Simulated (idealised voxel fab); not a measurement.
Process module under the name voxel ribs on slabs
This is section cut - it's 215 nm across, gridded in 5 nm square cells.
In what follows, cross-sections appear as grids of square cells, described through bands that run from the top down, where every band is one or more rows of cells. Read a band's entry like this: the first values are the height of its top and the height of its bottom in nm, and what follows is the sequence of materials from left to right, each with its width in nm. Note that "blank" is empty space, and that a single material marked "full width" reaches across the band from edge to edge. All heights in this document are referenced to 0, defined as the level beneath which the wafer, as received, consists entirely of one material. The lowest band is not bounded below; it extends indefinitely downward and is written in the form "0 and below". The expression "30->40" gives the width at the extremes of the band, the first number at its top row of cells and the second at its bottom row, with the width changing by equal amounts from each row to the next in between. "remained unchanged" for a step: no cell of the cross-section changed in that step. Under "Enclosed void listing" you'll find the enclosed gaps, the ones with no way out to the top, that are 8 cells or bigger; each reads width x height at distance, with distance counted from the left edge, everything in nm. The remark found on a step's line after its settings is issued by the simulator itself and pertains to that step. overlay nm: mask offset rightward from planned place, masked step; negative means leftward offset.

The process steps that were planned are listed below:
1. RECEIVE: material Si
2. DIRECTIONAL_DEP: material SiO2, thk nm 20
3. DIRECTIONAL_DEP: material SiN, thk nm 25
4. MASKED_ETCH: tone cover, mask id RIB, width nm 30, etch materials SiN, depth nm 10, overlay nm 0
5. MASKED_ETCH: tone cover, mask id SLAB, width nm 70, etch materials SiN, depth nm 15, overlay nm 0
6. FILL_DEP: material SiO2, thk nm 20
7. CMP: height nm 55
8. DIRECTIONAL_DEP: material W, thk nm 5
9. MASKED_ETCH: tone cover, mask id HEATER, width nm 40, etch materials W, depth nm 5, overlay nm 0
10. CONFORMAL_DEP: material SiO2, thk nm 5

First of the two wafers, run per plan:

Wafer at receipt (post step 1), cross-section:
	0 and below  Si full width
	Enclosed void listing: none

Wafer section view after processing step 2:
	20 down to 0  SiO2 full width
	No changes below 0.

Wafer section view after processing step 3:
	45 down to 20  SiN full width
	No changes below 20.

Wafer section view after processing step 4:
	45 down to 35  90 blank; 30 SiN; 95 blank
	No changes below 35.

Wafer section view after processing step 5:
	45 down to 35  90 blank; 30 SiN; 95 blank
	35 down to 20  70 blank; 70 SiN; 75 blank
	No changes below 20.

Wafer section view after processing step 6:
	65 down to 45  SiO2 full width
	45 down to 35  90 SiO2; 30 SiN; 95 SiO2
	35 down to 20  70 SiO2; 70 SiN; 75 SiO2
	No changes below 20.

Wafer section view after processing step 7:
	55 down to 45  SiO2 full width
	No changes below 45.

Wafer section view after processing step 8:
	60 down to 55  W full width
	No changes below 55.

Wafer section view after processing step 9:
	60 down to 55  85 blank; 40 W; 90 blank
	No changes below 55.

Wafer section view after processing step 10:
	65 down to 60  80 blank; 50 SiO2; 85 blank
	60 down to 55  85 SiO2; 40 W; 90 SiO2
	No changes below 55.

Second Wafer (Identical Start and Plan, One Processing Error; Matches First Wafer Through Step 9):

when step 10 should have ended: remained unchanged
In executing the process, a mistake was made relative to the plan: plan step 10 skipped
Materials where the second wafer ends with more or fewer cells than the first: -45 SiO2
